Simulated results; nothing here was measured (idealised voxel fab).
Process module under the name voxel ribs on slabs
Pictured: cross-section cut, 235 nm wide, on a grid of 5 nm square cells.
Cross-section, as written here: a square-cell grid given band by band from the top down, where a band holds one or more rows of cells. Band entry format. Leading values: height of top, height of bottom, nm. Remainder: materials in left-to-right order, each with its width in nm. Special words: "all across" on a single material, which then fills the band edge to edge; "air", empty space. Basically, 0 is our baseline, since under it the wafer straight out of the box is all one material. The bottom band has no lower end and keeps on going down, so it looks like "0 -> down". Width: "30..40" (first number = top row, second number = bottom row, same change from row to row of cells). Key: "nothing changed" - step with no changed cell in the cross-section. "closed voids" - sealed voids, min. 8 cells, no opening to top; format: width x height at distance (distance from left edge; nm throughout). Whatever follows a step's settings on its line is a remark the simulator itself makes about that step. overlay nm, on a step with a mask: how far to the right of its planned place the mask lay; to the left if negative.

The planned process steps are enumerated hereunder
1,RECEIVE,material Si
2,DIRECTIONAL_DEP,material SiO2,thk nm 25
3,DIRECTIONAL_DEP,material polySi,thk nm 25
4,DIRECTIONAL_DEP,material aC,thk nm 15
5,PATTERN,tone cover,mask id RIB,material resist,width nm 30,thk nm 35,overlay nm 0
6,DIRECTIONAL_ETCH,etch materials aC,depth nm 15
7,STRIP,etch materials resist
8,DIRECTIONAL_ETCH,etch materials polySi,depth nm 5
9,STRIP,etch materials aC
10,PATTERN,tone cover,mask id SLAB,material resist,width nm 90,thk nm 20,overlay nm 0
11,DIRECTIONAL_ETCH,etch materials polySi,depth nm 20
12,STRIP,etch materials resist
13,FILL_DEP,material SiO2,thk nm 30
14,CMP,height nm 70
15,DIRECTIONAL_DEP,material W,thk nm 10
16,DIRECTIONAL_DEP,material aC,thk nm 10
17,PATTERN,tone cover,mask id HEATER,material resist,width nm 40,thk nm 25,overlay nm 0
18,DIRECTIONAL_ETCH,etch materials aC,depth nm 10
19,STRIP,etch materials resist
20,DIRECTIONAL_ETCH,etch materials W,depth nm 10
21,STRIP,etch materials aC
22,CONFORMAL_DEP,material SiO2,thk nm 5

As-received state of the wafer in cross-section, equivalent to post-step 1
- 0 -> down  Si all across
- closed voids: none

One mistake in running the module, otherwise start and plan as above: cross-section at the end
- 85 -> 80  90 air | 50 SiO2 | 95 air
- 80 -> 75  90 air | 5 SiO2 | 40 W | 5 SiO2 | 95 air
- 75 -> 70  95 SiO2 | 40 W | 100 SiO2
- 70 -> 50  SiO2 all across
- 50 -> 45  100 SiO2 | 30 polySi | 105 SiO2
- 45 -> 25  60 SiO2 | 90 polySi | 85 SiO2
- 25 -> 0  SiO2 all across
- 0 -> down  Si all across
- closed voids: none
Where did the run depart from the plan? step 10: run off-plan, actual operation and settings PATTERN,tone cover,mask id SLAB,material resist,width nm 90,thk nm 20,overlay nm -10
